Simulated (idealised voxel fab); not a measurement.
The following process module bears the name voxel wiring stack.
In the cross-section labelled cut, the width is 235 nm and each square cell is 5 nm.
Heads up, the way a cross-section reads in here is a grid of square cells, handed over as bands from the top down, with every band being one or more rows of cells.
Per band: top height and bottom height in nm, followed by the left-to-right materials and their widths in nm; "everywhere" marks a single material spanning edge to edge, "blank" marks empty space.
The reference from which all heights are counted is 0, the level beneath which the as-received wafer is entirely one material; the lowest band, having no lower bound, proceeds downward and is written after the example "0 -> down".
With a width like "30..40", each row of cells in the band differs from the next by the same amount, the top row carrying the first number and the bottom row the second.
A step reported as "no change occurred" is a step in which no cell of the cross-section changed.
Voids not open to the top, 8 cells minimum: see "Closed void listing". Written width x height at distance; distance is from the left edge; nm.
Text after the settings on a step's line: the simulator's own remark on that step.
overlay nm: where the mask lay relative to plan, measured to the right, on steps with a mask; negatives go left.

Planned step list for the process
step 1: RECEIVE (material Si)
step 2: CONFORMAL_DEP (material SiO2; thk nm 10)
step 3: DIRECTIONAL_DEP (material TiN; thk nm 5)
step 4: DIRECTIONAL_DEP (material W; thk nm 15)
step 5: PATTERN (tone cover; mask id METAL_1; material resist; width nm 25; pitch nm 45; thk nm 20; overlay nm 0)
step 6: DIRECTIONAL_ETCH (etch materials W; depth nm 15)
step 7: DIRECTIONAL_ETCH (etch materials TiN; depth nm 5)
step 8: STRIP (etch materials resist)
step 9: CONFORMAL_DEP (material SiCN; thk nm 5)
step 10: FILL_DEP (material SiO2; thk nm 5)
step 11: CMP (height nm 30)
step 12: CONFORMAL_DEP (material SiCN; thk nm 5)
step 13: DIRECTIONAL_DEP (material lowk; thk nm 15)
step 14: PATTERN (tone open; mask id PLUG_1; material resist; width nm 15; thk nm 20; overlay nm 0)
step 15: DIRECTIONAL_ETCH (etch materials lowk; depth nm 15)
step 16: DIRECTIONAL_ETCH (etch materials SiCN; depth nm 5)
step 17: STRIP (etch materials resist)
step 18: EPI (material Ru; thk nm 10)
step 19: EPI (material Ru; thk nm 10)
step 20: CONFORMAL_DEP (material SiN; thk nm 5)
step 21: DIRECTIONAL_DEP (material SiO2; thk nm 25)
step 22: PATTERN (tone open; mask id METAL_2; material resist; width nm 25; pitch nm 45; thk nm 20; overlay nm 0)
step 23: DIRECTIONAL_ETCH (etch materials SiO2; depth nm 25)
step 24: DIRECTIONAL_ETCH (etch materials SiN; depth nm 5)
step 25: STRIP (etch materials resist)
step 26: CONFORMAL_DEP (material TiN; thk nm 5)
step 27: FILL_DEP (material Cu; thk nm 10)
step 28: CMP (height nm 80)
step 29: CONFORMAL_DEP (material SiCN; thk nm 5)
step 30: DIRECTIONAL_DEP (material lowk; thk nm 10)
step 31: PATTERN (tone open; mask id PLUG_2; material resist; width nm 15; pitch nm 45; thk nm 20; overlay nm 0)
step 32: DIRECTIONAL_ETCH (etch materials lowk; depth nm 10)
step 33: DIRECTIONAL_ETCH (etch materials SiCN; depth nm 5)
step 34: STRIP (etch materials resist)
step 35: EPI (material Ru; thk nm 10)
step 36: EPI (material Ru; thk nm 5)
step 37: DIRECTIONAL_DEP (material TiN; thk nm 5)
step 38: DIRECTIONAL_DEP (material Ru; thk nm 15)
step 39: DIRECTIONAL_DEP (material aC; thk nm 10)
step 40: PATTERN (tone cover; mask id METAL_3; material resist; width nm 25; pitch nm 45; thk nm 25; overlay nm 0)
step 41: DIRECTIONAL_ETCH (etch materials aC; depth nm 10)
step 42: STRIP (etch materials resist)
step 43: DIRECTIONAL_ETCH (etch materials Ru; depth nm 15)
step 44: DIRECTIONAL_ETCH (etch materials TiN; depth nm 5)
step 45: STRIP (etch materials aC)
step 46: CONFORMAL_DEP (material SiN; thk nm 5)
step 47: FILL_DEP (material lowk; thk nm 10)
step 48: CMP (height nm 115)
step 49: CONFORMAL_DEP (material SiCN; thk nm 5)
step 50: DIRECTIONAL_DEP (material SiO2; thk nm 25)
step 51: DIRECTIONAL_DEP (material aC; thk nm 10)
step 52: PATTERN (tone open; mask id METAL_4_HOLES; material resist; width nm 15; pitch nm 45; thk nm 25; overlay nm 0)
step 53: DIRECTIONAL_ETCH (etch materials aC; depth nm 10)
step 54: STRIP (etch materials resist)
step 55: DIRECTIONAL_ETCH (etch materials SiO2; depth nm 25)
step 56: STRIP (etch materials aC)
step 57: MASKED_ETCH (tone open; mask id METAL_4; width nm 25; pitch nm 45; etch materials SiO2; depth nm 15; overlay nm 0)
step 58: MASKED_ETCH (tone open; mask id METAL_4; width nm 25; pitch nm 45; etch materials SiCN; depth nm 5; overlay nm 0)
step 59: CONFORMAL_DEP (material TiN; thk nm 5)
step 60: FILL_DEP (material Cu; thk nm 5)
step 61: CMP (height nm 145)
step 62: CONFORMAL_DEP (material SiN; thk nm 5)

Received-state cross-section, reflecting completion of step 1
* 0 -> down  Si everywhere
* Closed void listing: none

First of two wafers at the end of the module, shown in cross-section; run carried out as planned
* 150 -> 145  SiN everywhere
* 145 -> 135  SiO2 80, TiN 5, Cu 15, TiN 5, SiO2 20, TiN 5, Cu 15, TiN 5, SiO2 85
* 135 -> 130  SiO2 80, TiN 5, Cu 5, TiN 15, SiO2 20, TiN 5, Cu 5, TiN 15, SiO2 85
* 130 -> 120  SiO2 80, TiN 5, Cu 5, TiN 5, SiO2 30, TiN 5, Cu 5, TiN 5, SiO2 95
* 120 -> 115  SiCN 80, TiN 15, SiCN 30, TiN 15, SiCN 95
* 115 -> 100  lowk 75, SiN 5, Ru 25, SiN 5, lowk 10, SiN 5, Ru 25, SiN 5, lowk 80
* 100 -> 95  SiN 80, TiN 25, SiN 20, TiN 25, SiN 85
* 95 -> 85  lowk 80, Ru 15, lowk 30, Ru 15, lowk 95
* 85 -> 80  SiCN 80, Ru 15, SiCN 30, Ru 15, SiCN 95
* 80 -> 55  SiO2 80, TiN 5, Cu 15, TiN 5, SiO2 20, TiN 5, Cu 15, TiN 5, SiO2 85
* 55 -> 50  SiN 80, TiN 25, SiN 20, TiN 25, SiN 85
* 50 -> 35  lowk 80, Ru 15, lowk 140
* 35 -> 30  SiCN 80, Ru 15, SiCN 140
* 30 -> 15  SiO2 75, SiCN 5, W 25, SiCN 5, SiO2 10, SiCN 5, W 25, SiCN 5, SiO2 80
* 15 -> 10  SiCN 80, TiN 25, SiCN 20, TiN 25, SiCN 85
* 10 -> 0  SiO2 everywhere
* 0 -> down  Si everywhere
* Closed void listing: none

Cross-section, second wafer: same start as the first, same plan as the first, one mistake in running it; taken at the end of the module
* 150 -> 145  SiN everywhere
* 145 -> 135  SiO2 80, TiN 5, Cu 15, TiN 5, SiO2 20, TiN 5, Cu 15, TiN 5, SiO2 85
* 135 -> 130  SiO2 80, TiN 5, Cu 5, TiN 15, SiO2 20, TiN 5, Cu 5, TiN 15, SiO2 85
* 130 -> 120  SiO2 80, TiN 5, Cu 5, TiN 5, SiO2 30, TiN 5, Cu 5, TiN 5, SiO2 95
* 120 -> 115  SiCN 80, TiN 15, SiCN 30, TiN 15, SiCN 95
* 115 -> 100  lowk 75, SiN 5, Ru 25, SiN 5, lowk 10, SiN 5, Ru 25, SiN 5, lowk 80
* 100 -> 95  SiN 80, TiN 25, SiN 20, TiN 25, SiN 85
* 95 -> 85  lowk 80, Ru 15, lowk 30, Ru 15, lowk 95
* 85 -> 80  SiCN 80, Ru 15, SiCN 30, Ru 15, SiCN 95
* 80 -> 55  SiO2 80, TiN 5, Cu 15, TiN 5, SiO2 20, TiN 5, Cu 15, TiN 5, SiO2 85
* 55 -> 50  SiN 80, TiN 25, SiN 20, TiN 25, SiN 85
* 50 -> 35  lowk 80, SiN 5, TiN 5, SiN 5, lowk 140
* 35 -> 30  SiCN 80, SiN 5, TiN 5, SiN 5, SiCN 140
* 30 -> 25  SiO2 everywhere
* 25 -> 20  SiO2 75, SiCN 35, SiO2 10, SiCN 35, SiO2 80
* 20 -> 5  SiO2 75, SiCN 5, W 25, SiCN 5, SiO2 10, SiCN 5, W 25, SiCN 5, SiO2 80
* 5 -> 0  SiCN 80, TiN 25, SiCN 20, TiN 25, SiCN 85
* 0 -> down  Si everywhere
* Closed void listing: none
Which mistake was made when the wafer was run? the plan's step 2 was left out and never carried out
FYI, end of process, the second wafer has more or fewer cells of some materials than the first: Ru: 12 fewer | SiCN: 14 more | SiN: 8 more | SiO2: 14 fewer | TiN: 4 more
